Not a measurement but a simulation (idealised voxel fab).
process module | voxel ribs on slabs
cross-section cut | 215 nm wide | cells 5 nm
A cross-section is a grid of square cells, given in bands from the top down. A band is one or more rows of cells.
Each band's line starts with the height of the band's top and of its bottom, in nm. Then come its materials from left to right, each with its width in nm. One material with "throughout" fills the band from edge to edge. "air" is empty space.
Height 0 is the level under which the wafer as received is all one material. The lowest band goes on downwards, as in "0 down".
A width such as "30 to 40" changes by the same amount from each row of cells to the next, from the band's top row to its bottom row.
"no change" after a step means that no cell of the cross-section changed.
closed voids: empty space of 8 cells or more with no open way to the top, each as width x height at its distance from the left edge, in nm
after a step's settings: what the simulator itself notes on the step
overlay nm, on a step with a mask: how far to the right of its planned place the mask lay; to the left if negative
plan
1 op RECEIVE | material Si
2 op DIRECTIONAL_DEP | material SiO2 | thk nm 20
3 op DIRECTIONAL_DEP | material SiN | thk nm 25
4 op MASKED_ETCH | tone cover | mask id RIB | width nm 30 | etch materials SiN | depth nm 10 | overlay nm 0
5 op MASKED_ETCH | tone cover | mask id SLAB | width nm 70 | etch materials SiN | depth nm 15 | overlay nm 0
6 op FILL_DEP | material SiO2 | thk nm 20
7 op CMP | height nm 55
8 op DIRECTIONAL_DEP | material W | thk nm 5
9 op MASKED_ETCH | tone cover | mask id HEATER | width nm 40 | etch materials W | depth nm 5 | overlay nm 0
10 op CONFORMAL_DEP | material SiO2 | thk nm 5
as received, after step 1
  0 down: Si throughout
  closed voids: none
a wafer at the end: this start, this plan, one mistake
  65 to 60: air 80 | SiO2 50 | air 85
  60 to 55: SiO2 85 | W 40 | SiO2 90
  55 to 25: SiO2 throughout
  25 to 0: SiN throughout
  0 down: Si throughout
  closed voids: none
what went wrong: steps 2 and 3 were swapped
